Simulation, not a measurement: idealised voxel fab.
A process module follows: voxel gate over fins.
The width of the displayed cross-section, cut, is 285 nm; its cells are square, with a size of 5 nm.
Square cells in a grid make up a cross-section in this document, and the grid is given as bands, listed from the top down, each one or more rows of cells.
Each band's line starts with the height of the band's top and of its bottom, in nm. Then come its materials from left to right, each with its width in nm. One material with "all across" fills the band from edge to edge. "blank" is empty space.
The reference from which all heights are counted is 0, the level beneath which the as-received wafer is entirely one material; the lowest band, having no lower bound, proceeds downward and is written after the example "0 and below".
When a width is written as two numbers, as in "30 to 40", the first number is the width in the top row of cells of the band and the second is the width in its bottom row, and the width changes by the same amount from each row to the next.
For the purposes of this document, the phrase "nothing different" attached to a step denotes that no cell within the cross-section was modified by that step.
Voids not open to the top, 8 cells minimum: see "Unvented voids". Written width x height at distance; distance is from the left edge; nm.
Anything after a step's settings on that line? It's the simulator's own note about the step.
overlay nm: where the mask lay relative to plan, measured to the right, on steps with a mask; negatives go left.

Planned step list for the process
1: op RECEIVE | material Si
2: op CONFORMAL_DEP | material SiN | thk nm 5
3: op MASKED_ETCH | tone cover | mask id FINS | width nm 15 | pitch nm 60 | etch materials SiN | depth nm 5 | overlay nm 0
4: op MASKED_ETCH | tone cover | mask id FINS | width nm 15 | pitch nm 60 | etch materials Si | depth nm 35 | overlay nm 0
5: op OXIDIZE | depth nm 5
6: op FILL_DEP | material SiO2 | thk nm 5
7: op CMP | height nm 5
8: op PATTERN | tone open | mask id RAIL | material resist | width nm 15 | thk nm 20 | overlay nm 0
9: op DIRECTIONAL_ETCH | etch materials SiO2 | depth nm 35
10: op STRIP | etch materials resist
11: op CONFORMAL_DEP | material TiN | thk nm 5
12: op FILL_DEP | material W | thk nm 10
13: op CMP | height nm 5
14: op SELECTIVE_ETCH | etch materials W Ru TiN | depth nm 30
15: op FILL_DEP | material SiO2 | thk nm 5
16: op CMP | height nm 5
17: op SELECTIVE_ETCH | etch materials SiO2 | depth nm 20
18: op STRIP | etch materials SiN
19: op CONFORMAL_DEP | material HfO2 | thk nm 5
20: op CONFORMAL_DEP | material TiN | thk nm 5
21: op FILL_DEP | material W | thk nm 10
22: op CMP | height nm 15
23: op CONFORMAL_DEP | material SiN | thk nm 10

The first of the two wafers, which ran as planned

So this is the incoming wafer in cross-section - it's already been through step 1
- 0 and below: Si all across
- Unvented voids: none

Sectional view: wafer, after step 2
- 5 down to 0: SiN all across
- Rest of section, below 0: as before.

Sectional view: wafer, after step 3
- 5 down to 0: blank 45 | SiN 15 | blank 45 | SiN 15 | blank 45 | SiN 15 | blank 45 | SiN 15 | blank 45
- Rest of section, below 0: as before.

Sectional view: wafer, after step 4
- 5 down to 0: blank 45 | SiN 15 | blank 45 | SiN 15 | blank 45 | SiN 15 | blank 45 | SiN 15 | blank 45
- 0 down to -35: blank 45 | Si 15 | blank 45 | Si 15 | blank 45 | Si 15 | blank 45 | Si 15 | blank 45
- Rest of section, below -35: as before.

Sectional view: wafer, after step 5
- 5 down to 0: blank 45 | SiN 15 | blank 45 | SiN 15 | blank 45 | SiN 15 | blank 45 | SiN 15 | blank 45
- 0 down to -35: blank 45 | SiO2 5 | Si 5 | SiO2 5 | blank 45 | SiO2 5 | Si 5 | SiO2 5 | blank 45 | SiO2 5 | Si 5 | SiO2 5 | blank 45 | SiO2 5 | Si 5 | SiO2 5 | blank 45
- -35 down to -40: SiO2 50 | Si 5 | SiO2 55 | Si 5 | SiO2 55 | Si 5 | SiO2 55 | Si 5 | SiO2 50
- Rest of section, below -40: as before.

Sectional view: wafer, after step 6
- 10 down to 5: SiO2 all across
- 5 down to 0: SiO2 45 | SiN 15 | SiO2 45 | SiN 15 | SiO2 45 | SiN 15 | SiO2 45 | SiN 15 | SiO2 45
- 0 down to -40: SiO2 50 | Si 5 | SiO2 55 | Si 5 | SiO2 55 | Si 5 | SiO2 55 | Si 5 | SiO2 50
- Rest of section, below -40: as before.

Sectional view: wafer, after step 7
- 5 down to 0: SiO2 45 | SiN 15 | SiO2 45 | SiN 15 | SiO2 45 | SiN 15 | SiO2 45 | SiN 15 | SiO2 45
- Rest of section, below 0: as before.

Sectional view: wafer, after step 8
- 25 down to 5: resist 75 | blank 15 | resist 195
- Rest of section, below 5: as before.

Sectional view: wafer, after step 9
- 25 down to 5: resist 75 | blank 15 | resist 195
- 5 down to 0: SiO2 45 | SiN 15 | SiO2 15 | blank 15 | SiO2 15 | SiN 15 | SiO2 45 | SiN 15 | SiO2 45 | SiN 15 | SiO2 45
- 0 down to -30: SiO2 50 | Si 5 | SiO2 20 | blank 15 | SiO2 20 | Si 5 | SiO2 55 | Si 5 | SiO2 55 | Si 5 | SiO2 50
- Rest of section, below -30: as before.

Sectional view: wafer, after step 10
- 5 down to 0: SiO2 45 | SiN 15 | SiO2 15 | blank 15 | SiO2 15 | SiN 15 | SiO2 45 | SiN 15 | SiO2 45 | SiN 15 | SiO2 45
- Rest of section, below 0: as before.

Sectional view: wafer, after step 11
- 10 down to 5: TiN 80 | blank 5 | TiN 200
- 5 down to 0: SiO2 45 | SiN 15 | SiO2 15 | TiN 5 | blank 5 | TiN 5 | SiO2 15 | SiN 15 | SiO2 45 | SiN 15 | SiO2 45 | SiN 15 | SiO2 45
- 0 down to -25: SiO2 50 | Si 5 | SiO2 20 | TiN 5 | blank 5 | TiN 5 | SiO2 20 | Si 5 | SiO2 55 | Si 5 | SiO2 55 | Si 5 | SiO2 50
- -25 down to -30: SiO2 50 | Si 5 | SiO2 20 | TiN 15 | SiO2 20 | Si 5 | SiO2 55 | Si 5 | SiO2 55 | Si 5 | SiO2 50
- Rest of section, below -30: as before.

Sectional view: wafer, after step 12
- 20 down to 10: W all across
- 10 down to 5: TiN 80 | W 5 | TiN 200
- 5 down to 0: SiO2 45 | SiN 15 | SiO2 15 | TiN 5 | W 5 | TiN 5 | SiO2 15 | SiN 15 | SiO2 45 | SiN 15 | SiO2 45 | SiN 15 | SiO2 45
- 0 down to -25: SiO2 50 | Si 5 | SiO2 20 | TiN 5 | W 5 | TiN 5 | SiO2 20 | Si 5 | SiO2 55 | Si 5 | SiO2 55 | Si 5 | SiO2 50
- Rest of section, below -25: as before.

Sectional view: wafer, after step 13
- 5 down to 0: SiO2 45 | SiN 15 | SiO2 15 | TiN 5 | W 5 | TiN 5 | SiO2 15 | SiN 15 | SiO2 45 | SiN 15 | SiO2 45 | SiN 15 | SiO2 45
- Rest of section, below 0: as before.

Sectional view: wafer, after step 14
- 5 down to 0: SiO2 45 | SiN 15 | SiO2 15 | blank 15 | SiO2 15 | SiN 15 | SiO2 45 | SiN 15 | SiO2 45 | SiN 15 | SiO2 45
- 0 down to -25: SiO2 50 | Si 5 | SiO2 20 | blank 15 | SiO2 20 | Si 5 | SiO2 55 | Si 5 | SiO2 55 | Si 5 | SiO2 50
- Rest of section, below -25: as before.

Sectional view: wafer, after step 15
- 10 down to 5: SiO2 all across
- 5 down to 0: SiO2 45 | SiN 15 | SiO2 45 | SiN 15 | SiO2 45 | SiN 15 | SiO2 45 | SiN 15 | SiO2 45
- 0 down to -25: SiO2 50 | Si 5 | SiO2 55 | Si 5 | SiO2 55 | Si 5 | SiO2 55 | Si 5 | SiO2 50
- Rest of section, below -25: as before.

Sectional view: wafer, after step 16
- 5 down to 0: SiO2 45 | SiN 15 | SiO2 45 | SiN 15 | SiO2 45 | SiN 15 | SiO2 45 | SiN 15 | SiO2 45
- Rest of section, below 0: as before.

Sectional view: wafer, after step 17
- 5 down to 0: blank 45 | SiN 15 | blank 45 | SiN 15 | blank 45 | SiN 15 | blank 45 | SiN 15 | blank 45
- 0 down to -15: blank 50 | Si 5 | blank 55 | Si 5 | blank 55 | Si 5 | blank 55 | Si 5 | blank 50
- Rest of section, below -15: as before.

Sectional view: wafer, after step 18
- 0 down to -15: blank 50 | Si 5 | blank 55 | Si 5 | blank 55 | Si 5 | blank 55 | Si 5 | blank 50
- Rest of section, below -15: as before.

Sectional view: wafer, after step 19
- 5 down to 0: blank 45 | HfO2 15 | blank 45 | HfO2 15 | blank 45 | HfO2 15 | blank 45 | HfO2 15 | blank 45
- 0 down to -10: blank 45 | HfO2 5 | Si 5 | HfO2 5 | blank 45 | HfO2 5 | Si 5 | HfO2 5 | blank 45 | HfO2 5 | Si 5 | HfO2 5 | blank 45 | HfO2 5 | Si 5 | HfO2 5 | blank 45
- -10 down to -15: HfO2 50 | Si 5 | HfO2 55 | Si 5 | HfO2 55 | Si 5 | HfO2 55 | Si 5 | HfO2 50
- Rest of section, below -15: as before.

Sectional view: wafer, after step 20
- 10 down to 5: blank 40 | TiN 25 | blank 35 | TiN 25 | blank 35 | TiN 25 | blank 35 | TiN 25 | blank 40
- 5 down to 0: blank 40 | TiN 5 | HfO2 15 | TiN 5 | blank 35 | TiN 5 | HfO2 15 | TiN 5 | blank 35 | TiN 5 | HfO2 15 | TiN 5 | blank 35 | TiN 5 | HfO2 15 | TiN 5 | blank 40
- 0 down to -5: blank 40 | TiN 5 | HfO2 5 | Si 5 | HfO2 5 | TiN 5 | blank 35 | TiN 5 | HfO2 5 | Si 5 | HfO2 5 | TiN 5 | blank 35 | TiN 5 | HfO2 5 | Si 5 | HfO2 5 | TiN 5 | blank 35 | TiN 5 | HfO2 5 | Si 5 | HfO2 5 | TiN 5 | blank 40
- -5 down to -10: TiN 45 | HfO2 5 | Si 5 | HfO2 5 | TiN 45 | HfO2 5 | Si 5 | HfO2 5 | TiN 45 | HfO2 5 | Si 5 | HfO2 5 | TiN 45 | HfO2 5 | Si 5 | HfO2 5 | TiN 45
- Rest of section, below -10: as before.

Sectional view: wafer, after step 21
- 20 down to 10: W all across
- 10 down to 5: W 40 | TiN 25 | W 35 | TiN 25 | W 35 | TiN 25 | W 35 | TiN 25 | W 40
- 5 down to 0: W 40 | TiN 5 | HfO2 15 | TiN 5 | W 35 | TiN 5 | HfO2 15 | TiN 5 | W 35 | TiN 5 | HfO2 15 | TiN 5 | W 35 | TiN 5 | HfO2 15 | TiN 5 | W 40
- 0 down to -5: W 40 | TiN 5 | HfO2 5 | Si 5 | HfO2 5 | TiN 5 | W 35 | TiN 5 | HfO2 5 | Si 5 | HfO2 5 | TiN 5 | W 35 | TiN 5 | HfO2 5 | Si 5 | HfO2 5 | TiN 5 | W 35 | TiN 5 | HfO2 5 | Si 5 | HfO2 5 | TiN 5 | W 40
- Rest of section, below -5: as before.

Sectional view: wafer, after step 22
- 15 down to 10: W all across
- Rest of section, below 10: as before.

Sectional view: wafer, after step 23
- 25 down to 15: SiN all across
- Rest of section, below 15: as before.

Second wafer. Start and plan as for the first. One mistake made in running. Agrees with the first up to and including step 16

X-section, second wafer, when step 17 was due to finish
- 5 down to 0: blank 45 | SiN 15 | blank 45 | SiN 15 | blank 45 | SiN 15 | blank 45 | SiN 15 | blank 45
- 0 down to -25: blank 50 | Si 5 | blank 55 | Si 5 | blank 55 | Si 5 | blank 55 | Si 5 | blank 50
- -25 down to -30: blank 50 | Si 5 | blank 20 | TiN 15 | blank 20 | Si 5 | blank 55 | Si 5 | blank 55 | Si 5 | blank 50
- -30 down to -35: blank 50 | Si 5 | blank 25 | SiO2 5 | blank 25 | Si 5 | blank 55 | Si 5 | blank 55 | Si 5 | blank 50
- Rest of section, below -35: as before.

X-section, second wafer, when step 18 was due to finish
- 0 down to -25: blank 50 | Si 5 | blank 55 | Si 5 | blank 55 | Si 5 | blank 55 | Si 5 | blank 50
- Rest of section, below -25: as before.

X-section, second wafer, when step 19 was due to finish
- 5 down to 0: blank 45 | HfO2 15 | blank 45 | HfO2 15 | blank 45 | HfO2 15 | blank 45 | HfO2 15 | blank 45
- 0 down to -20: blank 45 | HfO2 5 | Si 5 | HfO2 5 | blank 45 | HfO2 5 | Si 5 | HfO2 5 | blank 45 | HfO2 5 | Si 5 | HfO2 5 | blank 45 | HfO2 5 | Si 5 | HfO2 5 | blank 45
- -20 down to -25: blank 45 | HfO2 5 | Si 5 | HfO2 5 | blank 10 | HfO2 25 | blank 10 | HfO2 5 | Si 5 | HfO2 5 | blank 45 | HfO2 5 | Si 5 | HfO2 5 | blank 45 | HfO2 5 | Si 5 | HfO2 5 | blank 45
- -25 down to -30: blank 45 | HfO2 5 | Si 5 | HfO2 5 | blank 10 | HfO2 5 | TiN 15 | HfO2 5 | blank 10 | HfO2 5 | Si 5 | HfO2 5 | blank 45 | HfO2 5 | Si 5 | HfO2 5 | blank 45 | HfO2 5 | Si 5 | HfO2 5 | blank 45
- -30 down to -35: HfO2 50 | Si 5 | HfO2 25 | SiO2 5 | HfO2 25 | Si 5 | HfO2 55 | Si 5 | HfO2 55 | Si 5 | HfO2 50
- Rest of section, below -35: as before.

X-section, second wafer, when step 20 was due to finish
- 10 down to 5: blank 40 | TiN 25 | blank 35 | TiN 25 | blank 35 | TiN 25 | blank 35 | TiN 25 | blank 40
- 5 down to 0: blank 40 | TiN 5 | HfO2 15 | TiN 5 | blank 35 | TiN 5 | HfO2 15 | TiN 5 | blank 35 | TiN 5 | HfO2 15 | TiN 5 | blank 35 | TiN 5 | HfO2 15 | TiN 5 | blank 40
- 0 down to -15: blank 40 | TiN 5 | HfO2 5 | Si 5 | HfO2 5 | TiN 5 | blank 35 | TiN 5 | HfO2 5 | Si 5 | HfO2 5 | TiN 5 | blank 35 | TiN 5 | HfO2 5 | Si 5 | HfO2 5 | TiN 5 | blank 35 | TiN 5 | HfO2 5 | Si 5 | HfO2 5 | TiN 5 | blank 40
- -15 down to -20: blank 40 | TiN 5 | HfO2 5 | Si 5 | HfO2 5 | TiN 45 | HfO2 5 | Si 5 | HfO2 5 | TiN 5 | blank 35 | TiN 5 | HfO2 5 | Si 5 | HfO2 5 | TiN 5 | blank 35 | TiN 5 | HfO2 5 | Si 5 | HfO2 5 | TiN 5 | blank 40
- -20 down to -25: blank 40 | TiN 5 | HfO2 5 | Si 5 | HfO2 5 | TiN 10 | HfO2 25 | TiN 10 | HfO2 5 | Si 5 | HfO2 5 | TiN 5 | blank 35 | TiN 5 | HfO2 5 | Si 5 | HfO2 5 | TiN 5 | blank 35 | TiN 5 | HfO2 5 | Si 5 | HfO2 5 | TiN 5 | blank 40
- -25 down to -30: TiN 45 | HfO2 5 | Si 5 | HfO2 5 | TiN 10 | HfO2 5 | TiN 15 | HfO2 5 | TiN 10 | HfO2 5 | Si 5 | HfO2 5 | TiN 45 | HfO2 5 | Si 5 | HfO2 5 | TiN 45 | HfO2 5 | Si 5 | HfO2 5 | TiN 45
- Rest of section, below -30: as before.

X-section, second wafer, when step 21 was due to finish
- 20 down to 10: W all across
- 10 down to 5: W 40 | TiN 25 | W 35 | TiN 25 | W 35 | TiN 25 | W 35 | TiN 25 | W 40
- 5 down to 0: W 40 | TiN 5 | HfO2 15 | TiN 5 | W 35 | TiN 5 | HfO2 15 | TiN 5 | W 35 | TiN 5 | HfO2 15 | TiN 5 | W 35 | TiN 5 | HfO2 15 | TiN 5 | W 40
- 0 down to -15: W 40 | TiN 5 | HfO2 5 | Si 5 | HfO2 5 | TiN 5 | W 35 | TiN 5 | HfO2 5 | Si 5 | HfO2 5 | TiN 5 | W 35 | TiN 5 | HfO2 5 | Si 5 | HfO2 5 | TiN 5 | W 35 | TiN 5 | HfO2 5 | Si 5 | HfO2 5 | TiN 5 | W 40
- -15 down to -20: W 40 | TiN 5 | HfO2 5 | Si 5 | HfO2 5 | TiN 45 | HfO2 5 | Si 5 | HfO2 5 | TiN 5 | W 35 | TiN 5 | HfO2 5 | Si 5 | HfO2 5 | TiN 5 | W 35 | TiN 5 | HfO2 5 | Si 5 | HfO2 5 | TiN 5 | W 40
- -20 down to -25: W 40 | TiN 5 | HfO2 5 | Si 5 | HfO2 5 | TiN 10 | HfO2 25 | TiN 10 | HfO2 5 | Si 5 | HfO2 5 | TiN 5 | W 35 | TiN 5 | HfO2 5 | Si 5 | HfO2 5 | TiN 5 | W 35 | TiN 5 | HfO2 5 | Si 5 | HfO2 5 | TiN 5 | W 40
- Rest of section, below -25: as before.

X-section, second wafer, when step 22 was due to finish
- 15 down to 10: W all across
- Rest of section, below 10: as before.

X-section, second wafer, when step 23 was due to finish
- 25 down to 15: SiN all across
- Rest of section, below 15: as before.
Where did the run depart from the plan? the plan had its step 17 run twice
The final cell counts differ between the wafers, with the second having more or fewer of some materials than the first: +38 HfO2; -208 SiO2; +36 TiN; +134 W
